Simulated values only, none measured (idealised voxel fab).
Process module under the name voxel wiring stack
The cross-section on display is named cut; it measures 295 nm wide, and its cells are 5 nm squares.
We lay out every cross-section as a grid of square cells and spell it out in bands from the top down, where one band means one or more rows of cells.
This entry defines a band. It first specifies the height of the band's top and the height of its bottom in nm, and then specifies the band's materials from left to right, stating each material with its width in nm. The word "all across" identifies a single material that fills the band from edge to edge, while the word "air" identifies empty space.
Beneath 0, the wafer as received is one material, and that level is where height counting begins. The lowest band goes on downward without a bottom; it is written like "from 0 down".
The width entry "30 to 40" should be interpreted row by row: the top row of cells in the band takes the first number, the bottom row takes the second number, and the change between adjacent rows is uniform throughout.
Given "remained the same" for a step, no cell of the cross-section differs between before and after that step.
Enclosed voids (no open way to top), threshold 8 cells or more, entry "Sealed void list", notation width x height at distance, distance from left edge, nm.
Note: text after step settings on the step line = simulator remark on that step.
When a step includes a mask, the "overlay nm" setting on its line states how far to the right of its planned place that mask lay, and negative values state how far to the left.
Process steps foreseen in the plan
step 1: RECEIVE, material Si
step 2: CONFORMAL_DEP, material SiO2, thk nm 10
step 3: DIRECTIONAL_DEP, material TiN, thk nm 5
step 4: DIRECTIONAL_DEP, material Ru, thk nm 25
step 5: MASKED_ETCH, tone cover, mask id METAL_1, width nm 30, pitch nm 55, etch materials Ru, depth nm 25, overlay nm 0
step 6: MASKED_ETCH, tone cover, mask id METAL_1, width nm 30, pitch nm 55, etch materials TiN, depth nm 5, overlay nm 0
step 7: FILL_DEP, material SiO2, thk nm 10
step 8: CMP, height nm 40
step 9: CONFORMAL_DEP, material SiCN, thk nm 5
step 10: DIRECTIONAL_DEP, material lowk, thk nm 20
step 11: PATTERN, tone open, mask id PLUG_1, material resist, width nm 15, pitch nm 110, thk nm 20, overlay nm 0
step 12: DIRECTIONAL_ETCH, etch materials lowk, depth nm 20
step 13: DIRECTIONAL_ETCH, etch materials SiCN, depth nm 5
step 14: STRIP, etch materials resist
step 15: EPI, material Ru, thk nm 10
step 16: EPI, material Ru, thk nm 10
step 17: EPI, material Ru, thk nm 5
step 18: DIRECTIONAL_DEP, material TiN, thk nm 5
step 19: DIRECTIONAL_DEP, material W, thk nm 20
step 20: DIRECTIONAL_DEP, material aC, thk nm 15
step 21: PATTERN, tone cover, mask id METAL_2, material resist, width nm 30, pitch nm 55, thk nm 35, overlay nm 0
step 22: DIRECTIONAL_ETCH, etch materials aC, depth nm 15
step 23: STRIP, etch materials resist
step 24: DIRECTIONAL_ETCH, etch materials W, depth nm 20
step 25: DIRECTIONAL_ETCH, etch materials TiN, depth nm 5
step 26: STRIP, etch materials aC
step 27: FILL_DEP, material SiO2, thk nm 5
step 28: CMP, height nm 90
step 29: CONFORMAL_DEP, material SiCN, thk nm 5
Wafer cross-section on receipt, i.e. after step 1
	from 0 down  Si all across
	Sealed void list: none
The following cross-section depicts the wafer upon conclusion of the module. Processing commenced from the starting condition illustrated above and adhered to the plan illustrated above, save for one mistake in execution
	from 95 to 90  SiCN all across
	from 90 to 80  SiO2=90 | W=15 | SiO2=25 | W=30 | SiO2=40 | W=15 | SiO2=80
	from 80 to 70  SiO2=75 | W=30 | SiO2=25 | W=30 | SiO2=25 | W=30 | SiO2=80
	from 70 to 65  SiO2=75 | W=15 | TiN=15 | SiO2=25 | TiN=30 | SiO2=25 | W=15 | TiN=15 | SiO2=80
	from 65 to 60  lowk=75 | W=15 | lowk=95 | W=15 | lowk=95
	from 60 to 55  lowk=75 | TiN=15 | lowk=95 | TiN=15 | lowk=95
	from 55 to 45  lowk=75 | Ru=15 | lowk=95 | Ru=15 | lowk=95
	from 45 to 40  SiCN=75 | Ru=15 | SiCN=95 | Ru=15 | SiCN=95
	from 40 to 15  SiO2=75 | Ru=30 | SiO2=25 | Ru=30 | SiO2=25 | Ru=30 | SiO2=80
	from 15 to 10  SiO2=75 | TiN=30 | SiO2=25 | TiN=30 | SiO2=25 | TiN=30 | SiO2=80
	from 10 to 0  SiO2 all across
	from 0 down  Si all across
	Sealed void list: none
Finding, execution versus plan: one of the like steps 15 and 16 was not carried out, but which of them is unknowable
